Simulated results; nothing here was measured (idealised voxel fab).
process module | voxel gate over fins
cross-section cut | 235 nm wide | cells 5 nm
A cross-section is a grid of square cells, given in bands from the top down. A band is one or more rows of cells.
Each band's line starts with the height of the band's top and of its bottom, in nm. Then come its materials from left to right, each with its width in nm. One material with "throughout" fills the band from edge to edge. "air" is empty space.
Height 0 is the level under which the wafer as received is all one material. The lowest band goes on downwards, as in "0 down".
A width such as "30 to 40" changes by the same amount from each row of cells to the next, from the band's top row to its bottom row.
"no change" after a step means that no cell of the cross-section changed.
closed voids: empty space of 8 cells or more with no open way to the top, each as width x height at its distance from the left edge, in nm
after a step's settings: what the simulator itself notes on the step
overlay nm, on a step with a mask: how far to the right of its planned place the mask lay; to the left if negative
plan
1 op RECEIVE | material Si
2 op CONFORMAL_DEP | material SiN | thk nm 5
3 op PATTERN | tone cover | mask id FINS | material resist | width nm 15 | pitch nm 35 | thk nm 15 | overlay nm 0
4 op DIRECTIONAL_ETCH | etch materials SiN | depth nm 5
5 op DIRECTIONAL_ETCH | etch materials Si | depth nm 35
6 op STRIP | etch materials resist
7 op FILL_DEP | material SiO2 | thk nm 15
8 op CMP | height nm 5
9 op SELECTIVE_ETCH | etch materials SiO2 | depth nm 15
10 op STRIP | etch materials SiN
11 op CONFORMAL_DEP | material HfO2 | thk nm 5
12 op CONFORMAL_DEP | material TiN | thk nm 5
13 op CONFORMAL_DEP | material TiAl | thk nm 5
14 op CONFORMAL_DEP | material TiN | thk nm 5
15 op FILL_DEP | material W | thk nm 15
16 op CMP | height nm 30
17 op CONFORMAL_DEP | material SiCN | thk nm 5
as received, after step 1
  0 down: Si throughout
  closed voids: none
first wafer at the end, as planned
  35 to 30: SiCN throughout
  30 to 20: W throughout
  20 to 15: W 70 | TiN 90 | W 75
  15 to 10: W 70 | TiN 5 | TiAl 80 | TiN 5 | W 75
  10 to 5: TiN 75 | TiAl 5 | TiN 70 | TiAl 5 | TiN 80
  5 to 0: TiAl 80 | TiN 5 | HfO2 25 | TiN 10 | HfO2 25 | TiN 5 | TiAl 85
  0 to -5: TiN 85 | HfO2 5 | Si 15 | HfO2 5 | TiN 10 | HfO2 5 | Si 15 | HfO2 5 | TiN 90
  -5 to -10: HfO2 90 | Si 15 | HfO2 20 | Si 15 | HfO2 95
  -10 to -35: SiO2 90 | Si 15 | SiO2 20 | Si 15 | SiO2 95
  -35 down: Si throughout
  closed voids: none
second wafer at the end: like start, like plan, one mistake
  35 to 30: SiCN throughout
  30 to 20: W throughout
  20 to 15: W 70 | TiN 95 | W 70
  15 to 10: W 70 | TiN 5 | TiAl 85 | TiN 5 | W 70
  10 to 5: TiN 75 | TiAl 5 | TiN 75 | TiAl 5 | TiN 75
  5 to 0: TiAl 80 | TiN 5 | HfO2 30 | TiN 5 | HfO2 30 | TiN 5 | TiAl 80
  0 to -5: TiN 85 | HfO2 5 | Si 20 | HfO2 5 | TiN 5 | HfO2 5 | Si 20 | HfO2 5 | TiN 85
  -5 to -10: HfO2 90 | Si 20 | HfO2 15 | Si 20 | HfO2 90
  -10 to -35: SiO2 90 | Si 20 | SiO2 15 | Si 20 | SiO2 90
  -35 down: Si throughout
  closed voids: none
what went wrong: step 3 ran as: op PATTERN | tone cover | mask id FINS | material resist | width nm 20 | pitch nm 35 | thk nm 15 | overlay nm 0
at the end the second wafer has, in cells: 14 more of Si | 10 fewer of SiO2 | 2 fewer of TiN | 2 fewer of W
